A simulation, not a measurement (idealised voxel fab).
Title: Process Module voxel trench capacitor
Each square cell in cross-section cut measures 5 nm, and the section as a whole is 220 nm wide.
A cross-section is written here as square cells arranged in a grid, and it is given in bands from the top down, each band taking up one or more rows of cells. The band entry comprises the height of the band's top followed by the height of its bottom, expressed in nm, and subsequently the band's materials from left to right, each stated together with its width in nm. Where a single material is marked with the word "all across", that material fills the band from edge to edge. The word "empty" represents empty space. For the purposes of this specification, 0 denotes the height below which the wafer in its as-received condition is composed wholly of one material, and the lowermost band, lacking a lower limit, extends downward without end, as expressed in "top 0, no bottom". A width such as "30->40" changes by the same amount from each row of cells to the next, from the band's top row to its bottom row. Any step labelled "nothing altered" changed none of the cells in the cross-section. "Sealed internal cavities" - sealed voids, min. 8 cells, no opening to top; format: width x height at distance (distance from left edge; nm throughout). Whatever follows a step's settings on its line is a remark the simulator itself makes about that step. A step's line can hold "overlay nm"; with a mask on that step, the setting says how far right of the planned place the mask lay, while a negative setting says it lay to the left.
### These are the steps we planned for the process
- 1: RECEIVE [material Si]
- 2: CONFORMAL_DEP [material SiN] [thk nm 10]
- 3: DIRECTIONAL_DEP [material aC] [thk nm 15]
- 4: PATTERN [tone open] [mask id TRENCH] [material resist] [width nm 20] [pitch nm 50] [thk nm 30] [overlay nm 0]
- 5: DIRECTIONAL_ETCH [etch materials aC] [depth nm 15]
- 6: STRIP [etch materials resist]
- 7: DIRECTIONAL_ETCH [etch materials SiN] [depth nm 10]
- 8: DIRECTIONAL_ETCH [etch materials Si] [depth nm 30]
- 9: STRIP [etch materials aC]
- 10: CONFORMAL_DEP [material Al2O3] [thk nm 5]
- 11: FILL_DEP [material polySi] [thk nm 5]
- 12: CMP [height nm 10]
### Cross-sectional view of the wafer in its as-received condition, corresponding to the state after step 1
* top 0, no bottom = Si all across
* Sealed internal cavities: none
### Cross-section: first of two wafers, module finished, run according to plan
* top 10, bottom 0 = SiN: 75 / Al2O3: 5 / polySi: 10 / Al2O3: 5 / SiN: 30 / Al2O3: 5 / polySi: 10 / Al2O3: 5 / SiN: 75
* top 0, bottom -25 = Si: 75 / Al2O3: 5 / polySi: 10 / Al2O3: 5 / Si: 30 / Al2O3: 5 / polySi: 10 / Al2O3: 5 / Si: 75
* top -25, bottom -30 = Si: 75 / Al2O3: 20 / Si: 30 / Al2O3: 20 / Si: 75
* top -30, no bottom = Si all across
* Sealed internal cavities: none
### Wafer two, end of module, cross-section. Same start, same plan as wafer one. One mistake in the run
* top 10, bottom 0 = SiN: 75 / Al2O3: 5 / polySi: 10 / Al2O3: 5 / SiN: 30 / Al2O3: 5 / polySi: 10 / Al2O3: 5 / SiN: 75
* top 0, bottom -55 = Si: 75 / Al2O3: 5 / polySi: 10 / Al2O3: 5 / Si: 30 / Al2O3: 5 / polySi: 10 / Al2O3: 5 / Si: 75
* top -55, bottom -60 = Si: 75 / Al2O3: 20 / Si: 30 / Al2O3: 20 / Si: 75
* top -60, no bottom = Si all across
* Sealed internal cavities: none
What was the processing mistake? step 8 of the plan was performed twice
Final comparison by cell count, materials where the second wafer has more or fewer than the first: Al2O3: 24 more, Si: 48 fewer, polySi: 24 more
